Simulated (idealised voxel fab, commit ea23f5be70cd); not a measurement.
Process module, titled voxel tone inversion
Displayed cross-section: cut, width of 205 nm, square cells sized 5 nm.
Cross-section format: a grid of square cells, given as bands from top to bottom; each band is one or more rows of cells.
It is stipulated that each band's entry specify, in nanometres, the height of the top of the band and then that of its bottom, followed by the materials of the band in left-to-right sequence, each together with its width in nanometres. A single material marked by the word "everywhere" is understood to fill the band from edge to edge; the word "air" is understood to denote empty space.
Height 0 is the level under which the wafer as received is all one material. The lowest band goes on downwards, as in "top 0, no bottom".
Read "30->40" as a graded width: first number on top, second number at the bottom, same change between each pair of neighbouring rows.
No cell of the cross-section changed in a step that is given as "remained unchanged".
Reported under the label "Closed void inventory" are the empty spaces having no open way to the top and comprising 8 cells or more; the notation for each is width x height at distance, in which the distance is measured from the left edge and all three values are in nm.
Formally, on a step line, whatever follows the settings is a remark that the simulator itself makes on the step.
overlay nm: where the mask lay relative to plan, measured to the right, on steps with a mask; negatives go left.

plan
1,RECEIVE | material Si
2,CONFORMAL_DEP | material SiN | thk nm 10
3,DIRECTIONAL_DEP | material polySi | thk nm 15
4,PATTERN | tone cover | mask id POSTS | material resist | width nm 20 | pitch nm 35 | thk nm 20 | overlay nm 0
5,DIRECTIONAL_ETCH | etch materials polySi | depth nm 15
6,STRIP | etch materials resist
7,FILL_DEP | material SiO2 | thk nm 5
8,CMP | height nm 25
9,STRIP | etch materials polySi
10,CONFORMAL_DEP | material TiN | thk nm 5
11,FILL_DEP | material W | thk nm 10
12,CMP | height nm 25
13,CONFORMAL_DEP | material SiCN | thk nm 5

First of the two wafers, run per plan

Cross-section of the wafer as it came to us, i.e., already through step 1
- top 0, no bottom | Si everywhere
- Closed void inventory: none

State of the wafer after step 2, shown in cross-section
- top 10, bottom 0 | SiN everywhere
- Below 0, no change.

State of the wafer after step 3, shown in cross-section
- top 25, bottom 10 | polySi everywhere
- Below 10, no change.

State of the wafer after step 4, shown in cross-section
- top 45, bottom 25 | air: 40  resist: 20  air: 15  resist: 20  air: 15  resist: 20  air: 15  resist: 20  air: 40
- Below 25, no change.

State of the wafer after step 5, shown in cross-section
- top 45, bottom 25 | air: 40  resist: 20  air: 15  resist: 20  air: 15  resist: 20  air: 15  resist: 20  air: 40
- top 25, bottom 10 | air: 40  polySi: 20  air: 15  polySi: 20  air: 15  polySi: 20  air: 15  polySi: 20  air: 40
- Below 10, no change.

State of the wafer after step 6, shown in cross-section
- top 25, bottom 10 | air: 40  polySi: 20  air: 15  polySi: 20  air: 15  polySi: 20  air: 15  polySi: 20  air: 40
- Below 10, no change.

State of the wafer after step 7, shown in cross-section
- top 30, bottom 25 | SiO2 everywhere
- top 25, bottom 10 | SiO2: 40  polySi: 20  SiO2: 15  polySi: 20  SiO2: 15  polySi: 20  SiO2: 15  polySi: 20  SiO2: 40
- Below 10, no change.

State of the wafer after step 8, shown in cross-section
- top 25, bottom 10 | SiO2: 40  polySi: 20  SiO2: 15  polySi: 20  SiO2: 15  polySi: 20  SiO2: 15  polySi: 20  SiO2: 40
- Below 10, no change.

State of the wafer after step 9, shown in cross-section
- top 25, bottom 10 | SiO2: 40  air: 20  SiO2: 15  air: 20  SiO2: 15  air: 20  SiO2: 15  air: 20  SiO2: 40
- Below 10, no change.

State of the wafer after step 10, shown in cross-section
- top 30, bottom 25 | TiN: 45  air: 10  TiN: 25  air: 10  TiN: 25  air: 10  TiN: 25  air: 10  TiN: 45
- top 25, bottom 15 | SiO2: 40  TiN: 5  air: 10  TiN: 5  SiO2: 15  TiN: 5  air: 10  TiN: 5  SiO2: 15  TiN: 5  air: 10  TiN: 5  SiO2: 15  TiN: 5  air: 10  TiN: 5  SiO2: 40
- top 15, bottom 10 | SiO2: 40  TiN: 20  SiO2: 15  TiN: 20  SiO2: 15  TiN: 20  SiO2: 15  TiN: 20  SiO2: 40
- Below 10, no change.

State of the wafer after step 11, shown in cross-section
- top 40, bottom 30 | W everywhere
- top 30, bottom 25 | TiN: 45  W: 10  TiN: 25  W: 10  TiN: 25  W: 10  TiN: 25  W: 10  TiN: 45
- top 25, bottom 15 | SiO2: 40  TiN: 5  W: 10  TiN: 5  SiO2: 15  TiN: 5  W: 10  TiN: 5  SiO2: 15  TiN: 5  W: 10  TiN: 5  SiO2: 15  TiN: 5  W: 10  TiN: 5  SiO2: 40
- Below 15, no change.

State of the wafer after step 12, shown in cross-section
- top 25, bottom 15 | SiO2: 40  TiN: 5  W: 10  TiN: 5  SiO2: 15  TiN: 5  W: 10  TiN: 5  SiO2: 15  TiN: 5  W: 10  TiN: 5  SiO2: 15  TiN: 5  W: 10  TiN: 5  SiO2: 40
- Below 15, no change.

State of the wafer after step 13, shown in cross-section
- top 30, bottom 25 | SiCN everywhere
- Below 25, no change.

The Second Wafer: Common Origin and Plan, One Mistake in Execution, Identical to the First Through Step 1

Cross-section of the second wafer at the time by which step 2 should have been completed according to the plan
- top 15, bottom 0 | polySi everywhere
- Below 0, no change.

Cross-section of the second wafer at the time by which step 3 should have been completed according to the plan
- top 25, bottom 15 | SiN everywhere
- Below 15, no change.

Cross-section of the second wafer at the time by which step 4 should have been completed according to the plan
- top 45, bottom 25 | air: 40  resist: 20  air: 15  resist: 20  air: 15  resist: 20  air: 15  resist: 20  air: 40
- Below 25, no change.

Cross-section of the second wafer at the time by which step 5 should have been completed according to the plan: remained unchanged

Cross-section of the second wafer at the time by which step 6 should have been completed according to the plan
- top 25, bottom 15 | SiN everywhere
- Below 15, no change.

Cross-section of the second wafer at the time by which step 7 should have been completed according to the plan
- top 30, bottom 25 | SiO2 everywhere
- Below 25, no change.

Cross-section of the second wafer at the time by which step 8 should have been completed according to the plan
- top 25, bottom 15 | SiN everywhere
- Below 15, no change.

Cross-section of the second wafer at the time by which step 9 should have been completed according to the plan: remained unchanged

Cross-section of the second wafer at the time by which step 10 should have been completed according to the plan
- top 30, bottom 25 | TiN everywhere
- Below 25, no change.

Cross-section of the second wafer at the time by which step 11 should have been completed according to the plan
- top 40, bottom 30 | W everywhere
- Below 30, no change.

Cross-section of the second wafer at the time by which step 12 should have been completed according to the plan
- top 25, bottom 15 | SiN everywhere
- Below 15, no change.

Cross-section of the second wafer at the time by which step 13 should have been completed according to the plan
- top 30, bottom 25 | SiCN everywhere
- Below 25, no change.
It is concluded that the wafer was processed incorrectly with respect to the plan, in that a sequencing error occurred in which plan steps 2 and 3 were transposed
FYI, end of process, the second wafer has more or fewer cells of some materials than the first: SiO2 -75; TiN -32; W -16; polySi +123
